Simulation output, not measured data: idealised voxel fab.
Herein follows the process module entitled voxel self aligned vias.
It is cross-section cut that appears here, measuring 160 nm in width, its square cells being 5 nm in size.
Cross-section = grid of square cells, listed top down in bands; band = one or more rows.
Band entry format. Leading values: height of top, height of bottom, nm. Remainder: materials in left-to-right order, each with its width in nm. Special words: "edge to edge" on a single material, which then fills the band edge to edge; "air", empty space.
Basically, 0 is our baseline, since under it the wafer straight out of the box is all one material. The bottom band has no lower end and keeps on going down, so it looks like "0 and below".
Top row gets the first number, bottom row gets the second, and each row in between changes by the same step: that is how a band width like "30->40" works.
For the purposes of this document, the phrase "nothing altered" attached to a step denotes that no cell within the cross-section was modified by that step.
The list in "Closed void entries" covers empty spaces of 8 cells or more that cannot reach the top through any open way, and it gives each as width x height at distance; the distance is from the left edge, and width, height and distance are in nm.
That trailing text on a step's line, after the settings, is the simulator's own remark on the step.
Steps that use a mask can have "overlay nm" on their line. It says how far the mask sat to the right of where it was meant to be. Negative means to the left.
PLAN
1,op RECEIVE | material Si
2,op CONFORMAL_DEP | material SiO2 | thk nm 10
3,op CONFORMAL_DEP | material SiCN | thk nm 5
4,op DIRECTIONAL_DEP | material lowk | thk nm 25
5,op DIRECTIONAL_DEP | material aC | thk nm 15
6,op PATTERN | tone open | mask id LINES | material resist | width nm 25 | pitch nm 55 | thk nm 30 | overlay nm 0
7,op DIRECTIONAL_ETCH | etch materials aC | depth nm 15
8,op STRIP | etch materials resist
9,op DIRECTIONAL_ETCH | etch materials lowk | depth nm 25
10,op STRIP | etch materials aC
11,op CONFORMAL_DEP | material TiN | thk nm 5
12,op FILL_DEP | material Ru | thk nm 5
13,op CMP | height nm 40
14,op SELECTIVE_ETCH | etch materials W Ru TiN | depth nm 5
15,op FILL_DEP | material SiN | thk nm 10
16,op CMP | height nm 40
17,op DIRECTIONAL_DEP | material lowk | thk nm 15
18,op PATTERN | tone open | mask id VIAS | material resist | width nm 35 | pitch nm 55 | thk nm 15 | overlay nm 0
19,op DIRECTIONAL_ETCH | etch materials lowk | depth nm 15
20,op DIRECTIONAL_ETCH | etch materials SiN | depth nm 5
21,op STRIP | etch materials resist
22,op CONFORMAL_DEP | material TiN | thk nm 5
23,op FILL_DEP | material W | thk nm 10
24,op CMP | height nm 55
25,op CONFORMAL_DEP | material SiN | thk nm 5
DELIVERED WAFER IN CROSS-SECTION: STATE AFTER STEP 1
- 0 and below | Si edge to edge
- Closed void entries: none
POST-MODULE CROSS-SECTION: IDENTICAL START AND PLAN TO THOSE ABOVE, ONE MISSTEP IN EXECUTION
- 60 down to 55 | SiN edge to edge
- 55 down to 40 | lowk (35) / TiN (5) / W (25) / TiN (5) / lowk (20) / TiN (5) / W (25) / TiN (5) / lowk (35)
- 40 down to 35 | lowk (35) / TiN (35) / lowk (20) / TiN (35) / lowk (35)
- 35 down to 25 | lowk (35) / TiN (10) / Ru (15) / TiN (10) / lowk (20) / TiN (10) / Ru (15) / TiN (10) / lowk (35)
- 25 down to 20 | lowk (40) / TiN (5) / Ru (15) / TiN (5) / lowk (30) / TiN (5) / Ru (15) / TiN (5) / lowk (40)
- 20 down to 15 | lowk (40) / TiN (25) / lowk (30) / TiN (25) / lowk (40)
- 15 down to 10 | SiCN edge to edge
- 10 down to 0 | SiO2 edge to edge
- 0 and below | Si edge to edge
- Closed void entries: none
Diagnosis: plan step 19 was twice executed
